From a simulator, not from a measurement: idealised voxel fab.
Process module in this document: voxel spacer lines
285 nm wide, 5 nm square cells: that's cross-section cut.
Bands, listed from the top down, are how a cross-section gets written in this document; the cross-section itself is a grid of square cells, and a band is one or more rows of them. It is stipulated that each band's entry specify, in nanometres, the height of the top of the band and then that of its bottom, followed by the materials of the band in left-to-right sequence, each together with its width in nanometres. A single material marked by the word "full width" is understood to fill the band from edge to edge; the word "air" is understood to denote empty space. Heights are expressed relative to 0, this being the level below which the as-received wafer comprises one material exclusively. The lowest band is unbounded in the downward direction and is denoted as in "top 0, no bottom". Width "30->40": first value at the band's top row of cells, second value at its bottom row, equal change from row to row. You'll sometimes find "remained the same" written for a step, and that's the way of saying that nowhere in the cross-section did a cell change during that step. In the "Closed void listing" entry, you get each enclosed empty space of 8 cells or more, one with no open way to the top, written width x height at distance, distance from the left edge, in nm. It should be noted that, on the line of a given step, the content following the step's settings is a remark produced by the simulator itself with respect to that step. overlay nm: for a step with a mask, the amount by which the mask lay right of where it was planned; a negative amount means left of it.
## So here's the lineup of process steps we planned
1,RECEIVE | material Si
2,CONFORMAL_DEP | material Al2O3 | thk nm 10
3,DIRECTIONAL_DEP | material W | thk nm 10
4,DIRECTIONAL_DEP | material aC | thk nm 30
5,PATTERN | tone cover | mask id MANDREL | material resist | width nm 25 | pitch nm 80 | thk nm 35 | overlay nm 0
6,DIRECTIONAL_ETCH | etch materials aC | depth nm 30
7,STRIP | etch materials resist
8,CONFORMAL_DEP | material SiO2 | thk nm 15
9,DIRECTIONAL_ETCH | etch materials SiO2 | depth nm 15
10,STRIP | etch materials aC
11,DIRECTIONAL_ETCH | etch materials W | depth nm 5
12,STRIP | etch materials SiO2
Be aware that, although all wafers share a common starting state, the depth nm at step 11 differs among them, and the plan displays the first wafer's value.
## Received condition of the first of several wafers, sectioned: post-step 1
	top 0, no bottom: Si full width
	Closed void listing: none
## Cross-sectional representation of the first of several wafers at the end of the module, i.e. after its terminal step, step 12
	top 20, bottom 15: air (75), W (15), air (25), W (15), air (25), W (15), air (25), W (15), air (75)
	top 15, bottom 10: W full width
	top 10, bottom 0: Al2O3 full width
	top 0, no bottom: Si full width
	Closed void listing: none
## A cross-section through the last wafer at the close of the module
	top 20, bottom 10: air (75), W (15), air (25), W (15), air (25), W (15), air (25), W (15), air (75)
	top 10, bottom 0: Al2O3 full width
	top 0, no bottom: Si full width
	Closed void listing: none
## Rows = wafers. At module end, each row lists per material the cells gained (+) or lost (-) since the wafer was received, then the closed voids
depth nm 5, +114 Al2O3, +69 W, Closed void listing: none
depth nm 10, +114 Al2O3, +24 W, Closed void listing: none
depth nm 15, +114 Al2O3, +24 W, Closed void listing: none
depth nm 20, +114 Al2O3, +24 W, Closed void listing: none
depth nm 25, +114 Al2O3, +24 W, Closed void listing: none
